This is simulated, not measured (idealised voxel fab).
The document below concerns the process module designated voxel trench capacitor.
For reference, the cross-section in this document is cut, with width 200 nm and square cells of 5 nm.
This document writes a cross-section as a grid whose cells are square, and gives it as bands, listed from the top down; one or more rows of cells form a band.
Basically the band line says how high the top is and how high the bottom is, in nm, and then what's in it from left to right, every material with its width in nm. Empty space shows up as "empty", and if a single material carries "all across" it runs the full band edge to edge.
Heights are expressed relative to 0, this being the level below which the as-received wafer comprises one material exclusively. The lowest band is unbounded in the downward direction and is denoted as in "0 down".
A width such as "30..40" changes by the same amount from each row of cells to the next, from the band's top row to its bottom row.
Any step labelled "no alterations made" changed none of the cells in the cross-section.
Closed empty spaces (no open way to the top) of 8 cells or more are what "Closed voids list" lists, each as width x height at distance from the left edge, nm for all three.
Text after the settings on a step's line: the simulator's own remark on that step.
Among the settings permitted on a step's line is "overlay nm"; applied to a step with a mask, it specifies the extent to which the mask lay to the right of its planned position, whereas a negative figure signifies a position to the left.
Process steps - plan:
1,RECEIVE [material Si]
2,CONFORMAL_DEP [material SiN] [thk nm 5]
3,PATTERN [tone open] [mask id TRENCH] [material resist] [width nm 30] [pitch nm 45] [thk nm 15] [overlay nm 0]
4,DIRECTIONAL_ETCH [etch materials SiN] [depth nm 5]
5,DIRECTIONAL_ETCH [etch materials Si] [depth nm 35]
6,STRIP [etch materials resist]
7,CONFORMAL_DEP [material Al2O3] [thk nm 5]
8,CONFORMAL_DEP [material TiN] [thk nm 5]
9,FILL_DEP [material W] [thk nm 5]
10,CMP [height nm 5]
First of two wafers - as planned:
Cross-section of the incoming wafer, state after step 1:
    0 down  Si all across
    Closed voids list: none
After step 2: wafer cross-section:
    5 to 0  SiN all across
    At heights below 0, the structure remains unaltered.
After step 3: wafer cross-section:
    20 to 5  resist 60 / empty 30 / resist 15 / empty 30 / resist 65
    At heights below 5, the structure remains unaltered.
After step 4: wafer cross-section:
    20 to 5  resist 60 / empty 30 / resist 15 / empty 30 / resist 65
    5 to 0  SiN 60 / empty 30 / SiN 15 / empty 30 / SiN 65
    At heights below 0, the structure remains unaltered.
After step 5: wafer cross-section:
    20 to 5  resist 60 / empty 30 / resist 15 / empty 30 / resist 65
    5 to 0  SiN 60 / empty 30 / SiN 15 / empty 30 / SiN 65
    0 to -35  Si 60 / empty 30 / Si 15 / empty 30 / Si 65
    At heights below -35, the structure remains unaltered.
After step 6: wafer cross-section:
    5 to 0  SiN 60 / empty 30 / SiN 15 / empty 30 / SiN 65
    At heights below 0, the structure remains unaltered.
After step 7: wafer cross-section:
    10 to 5  Al2O3 65 / empty 20 / Al2O3 25 / empty 20 / Al2O3 70
    5 to 0  SiN 60 / Al2O3 5 / empty 20 / Al2O3 5 / SiN 15 / Al2O3 5 / empty 20 / Al2O3 5 / SiN 65
    0 to -30  Si 60 / Al2O3 5 / empty 20 / Al2O3 5 / Si 15 / Al2O3 5 / empty 20 / Al2O3 5 / Si 65
    -30 to -35  Si 60 / Al2O3 30 / Si 15 / Al2O3 30 / Si 65
    At heights below -35, the structure remains unaltered.
After step 8: wafer cross-section:
    15 to 10  TiN 70 / empty 10 / TiN 35 / empty 10 / TiN 75
    10 to 5  Al2O3 65 / TiN 5 / empty 10 / TiN 5 / Al2O3 25 / TiN 5 / empty 10 / TiN 5 / Al2O3 70
    5 to 0  SiN 60 / Al2O3 5 / TiN 5 / empty 10 / TiN 5 / Al2O3 5 / SiN 15 / Al2O3 5 / TiN 5 / empty 10 / TiN 5 / Al2O3 5 / SiN 65
    0 to -25  Si 60 / Al2O3 5 / TiN 5 / empty 10 / TiN 5 / Al2O3 5 / Si 15 / Al2O3 5 / TiN 5 / empty 10 / TiN 5 / Al2O3 5 / Si 65
    -25 to -30  Si 60 / Al2O3 5 / TiN 20 / Al2O3 5 / Si 15 / Al2O3 5 / TiN 20 / Al2O3 5 / Si 65
    At heights below -30, the structure remains unaltered.
After step 9: wafer cross-section:
    20 to 15  W all across
    15 to 10  TiN 70 / W 10 / TiN 35 / W 10 / TiN 75
    10 to 5  Al2O3 65 / TiN 5 / W 10 / TiN 5 / Al2O3 25 / TiN 5 / W 10 / TiN 5 / Al2O3 70
    5 to 0  SiN 60 / Al2O3 5 / TiN 5 / W 10 / TiN 5 / Al2O3 5 / SiN 15 / Al2O3 5 / TiN 5 / W 10 / TiN 5 / Al2O3 5 / SiN 65
    0 to -25  Si 60 / Al2O3 5 / TiN 5 / W 10 / TiN 5 / Al2O3 5 / Si 15 / Al2O3 5 / TiN 5 / W 10 / TiN 5 / Al2O3 5 / Si 65
    At heights below -25, the structure remains unaltered.
After step 10: wafer cross-section:
    5 to 0  SiN 60 / Al2O3 5 / TiN 5 / W 10 / TiN 5 / Al2O3 5 / SiN 15 / Al2O3 5 / TiN 5 / W 10 / TiN 5 / Al2O3 5 / SiN 65
    At heights below 0, the structure remains unaltered.
Second of two: same start, same plan, one run error; steps up to and including 2 match the first:
What the second wafer looks like in cross-section when step 3 should have wrapped up:
    20 to 5  resist 70 / empty 30 / resist 15 / empty 30 / resist 55
    At heights below 5, the structure remains unaltered.
What the second wafer looks like in cross-section when step 4 should have wrapped up:
    20 to 5  resist 70 / empty 30 / resist 15 / empty 30 / resist 55
    5 to 0  SiN 70 / empty 30 / SiN 15 / empty 30 / SiN 55
    At heights below 0, the structure remains unaltered.
What the second wafer looks like in cross-section when step 5 should have wrapped up:
    20 to 5  resist 70 / empty 30 / resist 15 / empty 30 / resist 55
    5 to 0  SiN 70 / empty 30 / SiN 15 / empty 30 / SiN 55
    0 to -35  Si 70 / empty 30 / Si 15 / empty 30 / Si 55
    At heights below -35, the structure remains unaltered.
What the second wafer looks like in cross-section when step 6 should have wrapped up:
    5 to 0  SiN 70 / empty 30 / SiN 15 / empty 30 / SiN 55
    At heights below 0, the structure remains unaltered.
What the second wafer looks like in cross-section when step 7 should have wrapped up:
    10 to 5  Al2O3 75 / empty 20 / Al2O3 25 / empty 20 / Al2O3 60
    5 to 0  SiN 70 / Al2O3 5 / empty 20 / Al2O3 5 / SiN 15 / Al2O3 5 / empty 20 / Al2O3 5 / SiN 55
    0 to -30  Si 70 / Al2O3 5 / empty 20 / Al2O3 5 / Si 15 / Al2O3 5 / empty 20 / Al2O3 5 / Si 55
    -30 to -35  Si 70 / Al2O3 30 / Si 15 / Al2O3 30 / Si 55
    At heights below -35, the structure remains unaltered.
What the second wafer looks like in cross-section when step 8 should have wrapped up:
    15 to 10  TiN 80 / empty 10 / TiN 35 / empty 10 / TiN 65
    10 to 5  Al2O3 75 / TiN 5 / empty 10 / TiN 5 / Al2O3 25 / TiN 5 / empty 10 / TiN 5 / Al2O3 60
    5 to 0  SiN 70 / Al2O3 5 / TiN 5 / empty 10 / TiN 5 / Al2O3 5 / SiN 15 / Al2O3 5 / TiN 5 / empty 10 / TiN 5 / Al2O3 5 / SiN 55
    0 to -25  Si 70 / Al2O3 5 / TiN 5 / empty 10 / TiN 5 / Al2O3 5 / Si 15 / Al2O3 5 / TiN 5 / empty 10 / TiN 5 / Al2O3 5 / Si 55
    -25 to -30  Si 70 / Al2O3 5 / TiN 20 / Al2O3 5 / Si 15 / Al2O3 5 / TiN 20 / Al2O3 5 / Si 55
    At heights below -30, the structure remains unaltered.
What the second wafer looks like in cross-section when step 9 should have wrapped up:
    20 to 15  W all across
    15 to 10  TiN 80 / W 10 / TiN 35 / W 10 / TiN 65
    10 to 5  Al2O3 75 / TiN 5 / W 10 / TiN 5 / Al2O3 25 / TiN 5 / W 10 / TiN 5 / Al2O3 60
    5 to 0  SiN 70 / Al2O3 5 / TiN 5 / W 10 / TiN 5 / Al2O3 5 / SiN 15 / Al2O3 5 / TiN 5 / W 10 / TiN 5 / Al2O3 5 / SiN 55
    0 to -25  Si 70 / Al2O3 5 / TiN 5 / W 10 / TiN 5 / Al2O3 5 / Si 15 / Al2O3 5 / TiN 5 / W 10 / TiN 5 / Al2O3 5 / Si 55
    At heights below -25, the structure remains unaltered.
What the second wafer looks like in cross-section when step 10 should have wrapped up:
    5 to 0  SiN 70 / Al2O3 5 / TiN 5 / W 10 / TiN 5 / Al2O3 5 / SiN 15 / Al2O3 5 / TiN 5 / W 10 / TiN 5 / Al2O3 5 / SiN 55
    At heights below 0, the structure remains unaltered.
It is concluded that the wafer was processed incorrectly with respect to the plan, in that in deviation from the planned setting, step 3 was conducted as PATTERN [tone open] [mask id TRENCH] [material resist] [width nm 30] [pitch nm 45] [thk nm 15] [overlay nm 10]
Final wafers compared: equal cell tally per material, rearranged layout.
